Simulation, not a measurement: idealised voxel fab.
Process module heading - voxel wiring stack
Square cell edge 5 nm, section width 215 nm, ID cut.
Cross-section spec: square-cell grid; bands listed top down; each band is one or more rows. Basically the band line says how high the top is and how high the bottom is, in nm, and then what's in it from left to right, every material with its width in nm. Empty space shows up as "air", and if a single material carries "everywhere" it runs the full band edge to edge. We count height from 0. Below that, the starting wafer is all one material. The lowest band never ends at the bottom but goes on down; see "0 and below" for how that is written. Read "30..40" as a graded width: first number on top, second number at the bottom, same change between each pair of neighbouring rows. Reading "nothing was modified" for a step: not a cell of the cross-section changed in it. You'll see "Trapped void list" listing empty spaces that have no way open to the top, as long as they're 8 cells or more; the notation is width x height at distance, where the distance is from the left edge, and all of it is in nm. On each step's line, the part that comes after the settings is the simulator's own comment on the step. "overlay nm" answers the question of how far to the right of plan the mask lay on a step that has a mask, and when it is negative the answer is to the left.

[Planned process steps]
1,op RECEIVE | material Si
2,op CONFORMAL_DEP | material SiO2 | thk nm 15
3,op DIRECTIONAL_DEP | material TiN | thk nm 5
4,op DIRECTIONAL_DEP | material Ru | thk nm 25
5,op PATTERN | tone cover | mask id METAL_1 | material resist | width nm 25 | pitch nm 45 | thk nm 20 | overlay nm 0
6,op DIRECTIONAL_ETCH | etch materials Ru | depth nm 25
7,op DIRECTIONAL_ETCH | etch materials TiN | depth nm 5
8,op STRIP | etch materials resist
9,op FILL_DEP | material lowk | thk nm 5
10,op CMP | height nm 45
11,op CONFORMAL_DEP | material SiCN | thk nm 5
12,op DIRECTIONAL_DEP | material lowk | thk nm 20
13,op PATTERN | tone open | mask id PLUG_1 | material resist | width nm 15 | pitch nm 45 | thk nm 20 | overlay nm 0
14,op DIRECTIONAL_ETCH | etch materials lowk | depth nm 20
15,op DIRECTIONAL_ETCH | etch materials SiCN | depth nm 5
16,op STRIP | etch materials resist
17,op EPI | material Ru | thk nm 10
18,op EPI | material Ru | thk nm 10
19,op EPI | material Ru | thk nm 5
20,op DIRECTIONAL_DEP | material TiN | thk nm 5
21,op DIRECTIONAL_DEP | material W | thk nm 15
22,op PATTERN | tone cover | mask id METAL_2 | material resist | width nm 25 | pitch nm 45 | thk nm 15 | overlay nm 0
23,op DIRECTIONAL_ETCH | etch materials W | depth nm 15
24,op DIRECTIONAL_ETCH | etch materials TiN | depth nm 5
25,op STRIP | etch materials resist
26,op CONFORMAL_DEP | material SiN | thk nm 5
27,op FILL_DEP | material SiO2 | thk nm 5
28,op CMP | height nm 90
29,op CONFORMAL_DEP | material SiN | thk nm 5

[What follows covers the first of two wafers; it ran as planned]

[Wafer as received: cross-section following step 1]
- 0 and below = Si everywhere
- Trapped void list: none

[Take a look at the wafer's cross-section after step 2]
- 15 down to 0 = SiO2 everywhere
- Lower than 0, everything is as it was.

[Take a look at the wafer's cross-section after step 3]
- 20 down to 15 = TiN everywhere
- Lower than 15, everything is as it was.

[Take a look at the wafer's cross-section after step 4]
- 45 down to 20 = Ru everywhere
- Lower than 20, everything is as it was.

[Take a look at the wafer's cross-section after step 5]
- 65 down to 45 = air (50) / resist (25) / air (20) / resist (25) / air (20) / resist (25) / air (50)
- Lower than 45, everything is as it was.

[Take a look at the wafer's cross-section after step 6]
- 65 down to 45 = air (50) / resist (25) / air (20) / resist (25) / air (20) / resist (25) / air (50)
- 45 down to 20 = air (50) / Ru (25) / air (20) / Ru (25) / air (20) / Ru (25) / air (50)
- Lower than 20, everything is as it was.

[Take a look at the wafer's cross-section after step 7]
- 65 down to 45 = air (50) / resist (25) / air (20) / resist (25) / air (20) / resist (25) / air (50)
- 45 down to 20 = air (50) / Ru (25) / air (20) / Ru (25) / air (20) / Ru (25) / air (50)
- 20 down to 15 = air (50) / TiN (25) / air (20) / TiN (25) / air (20) / TiN (25) / air (50)
- Lower than 15, everything is as it was.

[Take a look at the wafer's cross-section after step 8]
- 45 down to 20 = air (50) / Ru (25) / air (20) / Ru (25) / air (20) / Ru (25) / air (50)
- Lower than 20, everything is as it was.

[Take a look at the wafer's cross-section after step 9]
- 50 down to 45 = lowk everywhere
- 45 down to 20 = lowk (50) / Ru (25) / lowk (20) / Ru (25) / lowk (20) / Ru (25) / lowk (50)
- 20 down to 15 = lowk (50) / TiN (25) / lowk (20) / TiN (25) / lowk (20) / TiN (25) / lowk (50)
- Lower than 15, everything is as it was.

[Take a look at the wafer's cross-section after step 10]
- 45 down to 20 = lowk (50) / Ru (25) / lowk (20) / Ru (25) / lowk (20) / Ru (25) / lowk (50)
- Lower than 20, everything is as it was.

[Take a look at the wafer's cross-section after step 11]
- 50 down to 45 = SiCN everywhere
- Lower than 45, everything is as it was.

[Take a look at the wafer's cross-section after step 12]
- 70 down to 50 = lowk everywhere
- Lower than 50, everything is as it was.

[Take a look at the wafer's cross-section after step 13]
- 90 down to 70 = resist (50) / air (15) / resist (30) / air (15) / resist (30) / air (15) / resist (60)
- Lower than 70, everything is as it was.

[Take a look at the wafer's cross-section after step 14]
- 90 down to 70 = resist (50) / air (15) / resist (30) / air (15) / resist (30) / air (15) / resist (60)
- 70 down to 50 = lowk (50) / air (15) / lowk (30) / air (15) / lowk (30) / air (15) / lowk (60)
- Lower than 50, everything is as it was.

[Take a look at the wafer's cross-section after step 15]
- 90 down to 70 = resist (50) / air (15) / resist (30) / air (15) / resist (30) / air (15) / resist (60)
- 70 down to 50 = lowk (50) / air (15) / lowk (30) / air (15) / lowk (30) / air (15) / lowk (60)
- 50 down to 45 = SiCN (50) / air (15) / SiCN (30) / air (15) / SiCN (30) / air (15) / SiCN (60)
- Lower than 45, everything is as it was.

[Take a look at the wafer's cross-section after step 16]
- 70 down to 50 = lowk (50) / air (15) / lowk (30) / air (15) / lowk (30) / air (15) / lowk (60)
- Lower than 50, everything is as it was.

[Take a look at the wafer's cross-section after step 17]
- 70 down to 55 = lowk (50) / air (15) / lowk (30) / air (15) / lowk (30) / air (15) / lowk (60)
- 55 down to 50 = lowk (50) / Ru (15) / lowk (30) / Ru (15) / lowk (30) / Ru (15) / lowk (60)
- 50 down to 45 = SiCN (50) / Ru (15) / SiCN (30) / Ru (15) / SiCN (30) / Ru (15) / SiCN (60)
- Lower than 45, everything is as it was.

[Take a look at the wafer's cross-section after step 18]
- 70 down to 65 = lowk (50) / air (15) / lowk (30) / air (15) / lowk (30) / air (15) / lowk (60)
- 65 down to 50 = lowk (50) / Ru (15) / lowk (30) / Ru (15) / lowk (30) / Ru (15) / lowk (60)
- Lower than 50, everything is as it was.

[Take a look at the wafer's cross-section after step 19]
- 70 down to 50 = lowk (50) / Ru (15) / lowk (30) / Ru (15) / lowk (30) / Ru (15) / lowk (60)
- Lower than 50, everything is as it was.

[Take a look at the wafer's cross-section after step 20]
- 75 down to 70 = TiN everywhere
- Lower than 70, everything is as it was.

[Take a look at the wafer's cross-section after step 21]
- 90 down to 75 = W everywhere
- Lower than 75, everything is as it was.

[Take a look at the wafer's cross-section after step 22]
- 105 down to 90 = air (50) / resist (25) / air (20) / resist (25) / air (20) / resist (25) / air (50)
- Lower than 90, everything is as it was.

[Take a look at the wafer's cross-section after step 23]
- 105 down to 90 = air (50) / resist (25) / air (20) / resist (25) / air (20) / resist (25) / air (50)
- 90 down to 75 = air (50) / W (25) / air (20) / W (25) / air (20) / W (25) / air (50)
- Lower than 75, everything is as it was.

[Take a look at the wafer's cross-section after step 24]
- 105 down to 90 = air (50) / resist (25) / air (20) / resist (25) / air (20) / resist (25) / air (50)
- 90 down to 75 = air (50) / W (25) / air (20) / W (25) / air (20) / W (25) / air (50)
- 75 down to 70 = air (50) / TiN (25) / air (20) / TiN (25) / air (20) / TiN (25) / air (50)
- Lower than 70, everything is as it was.

[Take a look at the wafer's cross-section after step 25]
- 90 down to 75 = air (50) / W (25) / air (20) / W (25) / air (20) / W (25) / air (50)
- Lower than 75, everything is as it was.

[Take a look at the wafer's cross-section after step 26]
- 95 down to 90 = air (45) / SiN (35) / air (10) / SiN (35) / air (10) / SiN (35) / air (45)
- 90 down to 75 = air (45) / SiN (5) / W (25) / SiN (5) / air (10) / SiN (5) / W (25) / SiN (5) / air (10) / SiN (5) / W (25) / SiN (5) / air (45)
- 75 down to 70 = SiN (50) / TiN (25) / SiN (20) / TiN (25) / SiN (20) / TiN (25) / SiN (50)
- Lower than 70, everything is as it was.

[Take a look at the wafer's cross-section after step 27]
- 100 down to 95 = SiO2 everywhere
- 95 down to 90 = SiO2 (45) / SiN (35) / SiO2 (10) / SiN (35) / SiO2 (10) / SiN (35) / SiO2 (45)
- 90 down to 75 = SiO2 (45) / SiN (5) / W (25) / SiN (5) / SiO2 (10) / SiN (5) / W (25) / SiN (5) / SiO2 (10) / SiN (5) / W (25) / SiN (5) / SiO2 (45)
- Lower than 75, everything is as it was.

[Take a look at the wafer's cross-section after step 28]
- 90 down to 75 = SiO2 (45) / SiN (5) / W (25) / SiN (5) / SiO2 (10) / SiN (5) / W (25) / SiN (5) / SiO2 (10) / SiN (5) / W (25) / SiN (5) / SiO2 (45)
- Lower than 75, everything is as it was.

[Take a look at the wafer's cross-section after step 29]
- 95 down to 90 = SiN everywhere
- Lower than 90, everything is as it was.

[The Second Wafer: Common Origin and Plan, One Mistake in Execution, Identical to the First Through Step 21]

[Cross-section, second wafer, at the end time the plan gives for step 22]
- 105 down to 90 = resist (50) / air (25) / resist (20) / air (25) / resist (20) / air (25) / resist (50)
- Lower than 90, everything is as it was.

[Cross-section, second wafer, at the end time the plan gives for step 23]
- 105 down to 90 = resist (50) / air (25) / resist (20) / air (25) / resist (20) / air (25) / resist (50)
- 90 down to 75 = W (50) / air (25) / W (20) / air (25) / W (20) / air (25) / W (50)
- Lower than 75, everything is as it was.

[Cross-section, second wafer, at the end time the plan gives for step 24]
- 105 down to 90 = resist (50) / air (25) / resist (20) / air (25) / resist (20) / air (25) / resist (50)
- 90 down to 75 = W (50) / air (25) / W (20) / air (25) / W (20) / air (25) / W (50)
- 75 down to 70 = TiN (50) / air (25) / TiN (20) / air (25) / TiN (20) / air (25) / TiN (50)
- Lower than 70, everything is as it was.

[Cross-section, second wafer, at the end time the plan gives for step 25]
- 90 down to 75 = W (50) / air (25) / W (20) / air (25) / W (20) / air (25) / W (50)
- Lower than 75, everything is as it was.

[Cross-section, second wafer, at the end time the plan gives for step 26]
- 95 down to 90 = SiN (55) / air (15) / SiN (30) / air (15) / SiN (30) / air (15) / SiN (55)
- 90 down to 75 = W (50) / SiN (5) / air (15) / SiN (5) / W (20) / SiN (5) / air (15) / SiN (5) / W (20) / SiN (5) / air (15) / SiN (5) / W (50)
- 75 down to 70 = TiN (50) / SiN (25) / TiN (20) / SiN (25) / TiN (20) / SiN (25) / TiN (50)
- Lower than 70, everything is as it was.

[Cross-section, second wafer, at the end time the plan gives for step 27]
- 100 down to 95 = SiO2 everywhere
- 95 down to 90 = SiN (55) / SiO2 (15) / SiN (30) / SiO2 (15) / SiN (30) / SiO2 (15) / SiN (55)
- 90 down to 75 = W (50) / SiN (5) / SiO2 (15) / SiN (5) / W (20) / SiN (5) / SiO2 (15) / SiN (5) / W (20) / SiN (5) / SiO2 (15) / SiN (5) / W (50)
- Lower than 75, everything is as it was.

[Cross-section, second wafer, at the end time the plan gives for step 28]
- 90 down to 75 = W (50) / SiN (5) / SiO2 (15) / SiN (5) / W (20) / SiN (5) / SiO2 (15) / SiN (5) / W (20) / SiN (5) / SiO2 (15) / SiN (5) / W (50)
- Lower than 75, everything is as it was.

[Cross-section, second wafer, at the end time the plan gives for step 29]
- 95 down to 90 = SiN everywhere
- Lower than 90, everything is as it was.
Here's what went sideways: step 22 was run on a setting that differed from the plan, and what really ran there is op PATTERN | tone open | mask id METAL_2 | material resist | width nm 25 | pitch nm 45 | thk nm 15 | overlay nm 0
The closing comparison, in cells, has the second wafer with more or fewer of some materials than the first: 13 fewer of SiN | 39 fewer of SiO2 | 13 more of TiN | 39 more of W
